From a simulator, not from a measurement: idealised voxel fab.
The process module presented herein is designated voxel capacitor over wiring.
The figure presents cross-section cut, which has a width of 265 nm and is divided into square cells with an edge length of 5 nm.
Throughout this document, each cross-section is represented as a grid of square cells and is presented as a sequence of bands enumerated from the top downward, where a band comprises one or more rows of cells. Heights first: top, then bottom, in nm. Then materials, left to right, each with a width in nm. "throughout" on a single material: fills the band edge to edge. "empty": empty space. The level at which height equals 0 is the one under which the wafer, as it arrives, is entirely one material. No lower edge exists for the bottom band, which continues downward and is notated as in "0 nm and below". When a width is written as two numbers, as in "30 to 40", the first number is the width in the top row of cells of the band and the second is the width in its bottom row, and the width changes by the same amount from each row to the next. "remained unchanged" means the step left every cell of the cross-section as it was. "Cavities, sealed" - sealed voids, min. 8 cells, no opening to top; format: width x height at distance (distance from left edge; nm throughout). The remark found on a step's line after its settings is issued by the simulator itself and pertains to that step. overlay nm: how far to the right of its planned place the mask lay on this masked step (negative: to the left).
Below is the list of planned process steps
1: op RECEIVE | material Si
2: op CONFORMAL_DEP | material SiO2 | thk nm 15
3: op DIRECTIONAL_DEP | material TiN | thk nm 5
4: op DIRECTIONAL_DEP | material W | thk nm 15
5: op DIRECTIONAL_DEP | material aC | thk nm 10
6: op PATTERN | tone cover | mask id METAL_1 | material resist | width nm 25 | pitch nm 90 | thk nm 25 | overlay nm 0
7: op DIRECTIONAL_ETCH | etch materials aC | depth nm 10
8: op STRIP | etch materials resist
9: op DIRECTIONAL_ETCH | etch materials W | depth nm 15
10: op DIRECTIONAL_ETCH | etch materials TiN | depth nm 5
11: op STRIP | etch materials aC
12: op CONFORMAL_DEP | material SiN | thk nm 5
13: op FILL_DEP | material SiO2 | thk nm 5
14: op CMP | height nm 35
15: op CONFORMAL_DEP | material SiCN | thk nm 5
16: op DIRECTIONAL_DEP | material lowk | thk nm 10
17: op MASKED_ETCH | tone open | mask id PLUG_1 | width nm 15 | etch materials lowk | depth nm 10 | overlay nm 0
18: op MASKED_ETCH | tone open | mask id PLUG_1 | width nm 15 | etch materials SiCN | depth nm 5 | overlay nm 0
19: op CONFORMAL_DEP | material TiN | thk nm 5
20: op FILL_DEP | material Cu | thk nm 5
21: op CMP | height nm 50
22: op DIRECTIONAL_DEP | material TiN | thk nm 10
23: op DIRECTIONAL_DEP | material SiN | thk nm 5
24: op DIRECTIONAL_DEP | material TiN | thk nm 10
25: op MASKED_ETCH | tone cover | mask id UPPER_PLATE | width nm 70 | etch materials TiN | depth nm 10 | overlay nm 0
26: op MASKED_ETCH | tone cover | mask id UPPER_PLATE | width nm 70 | etch materials SiN | depth nm 5 | overlay nm 0
27: op DIRECTIONAL_DEP | material aC | thk nm 10
28: op PATTERN | tone cover | mask id LOWER_PLATE | material resist | width nm 80 | thk nm 30 | overlay nm 0
29: op DIRECTIONAL_ETCH | etch materials aC | depth nm 10
30: op STRIP | etch materials resist
31: op DIRECTIONAL_ETCH | etch materials TiN | depth nm 10
32: op STRIP | etch materials aC
33: op FILL_DEP | material SiO2 | thk nm 15
34: op CMP | height nm 85
35: op PATTERN | tone open | mask id PLUG_2 | material resist | width nm 15 | thk nm 15 | overlay nm 0
36: op DIRECTIONAL_ETCH | etch materials SiO2 | depth nm 10
37: op STRIP | etch materials resist
38: op CONFORMAL_DEP | material TiN | thk nm 5
39: op FILL_DEP | material W | thk nm 5
40: op CMP | height nm 85
41: op CONFORMAL_DEP | material SiCN | thk nm 5
Cross-section of the incoming wafer, state after step 1
* 0 nm and below = Si throughout
* Cavities, sealed: none
The module was run from the start shown above using the plan shown above, but one mistake was made doing it; the resulting wafer cross-section is below
* 90 nm to 85 nm = SiCN throughout
* 85 nm to 80 nm = 95 nm SiO2  5 nm TiN  5 nm W  5 nm TiN  155 nm SiO2
* 80 nm to 75 nm = 95 nm SiO2  15 nm TiN  155 nm SiO2
* 75 nm to 65 nm = 85 nm SiO2  70 nm TiN  110 nm SiO2
* 65 nm to 60 nm = 85 nm SiO2  70 nm SiN  110 nm SiO2
* 60 nm to 50 nm = 80 nm SiO2  80 nm TiN  105 nm SiO2
* 50 nm to 40 nm = 85 nm lowk  5 nm TiN  5 nm Cu  5 nm TiN  165 nm lowk
* 40 nm to 35 nm = 85 nm SiCN  15 nm TiN  165 nm SiCN
* 35 nm to 20 nm = 75 nm W  5 nm SiN  15 nm SiO2  5 nm SiN  65 nm W  5 nm SiN  15 nm SiO2  5 nm SiN  75 nm W
* 20 nm to 15 nm = 75 nm TiN  25 nm SiN  65 nm TiN  25 nm SiN  75 nm TiN
* 15 nm to 0 nm = SiO2 throughout
* 0 nm and below = Si throughout
* Cavities, sealed: none
What broke from the plan during processing? planned and actual differ for step 6; actual: op PATTERN | tone open | mask id METAL_1 | material resist | width nm 25 | pitch nm 90 | thk nm 25 | overlay nm 0
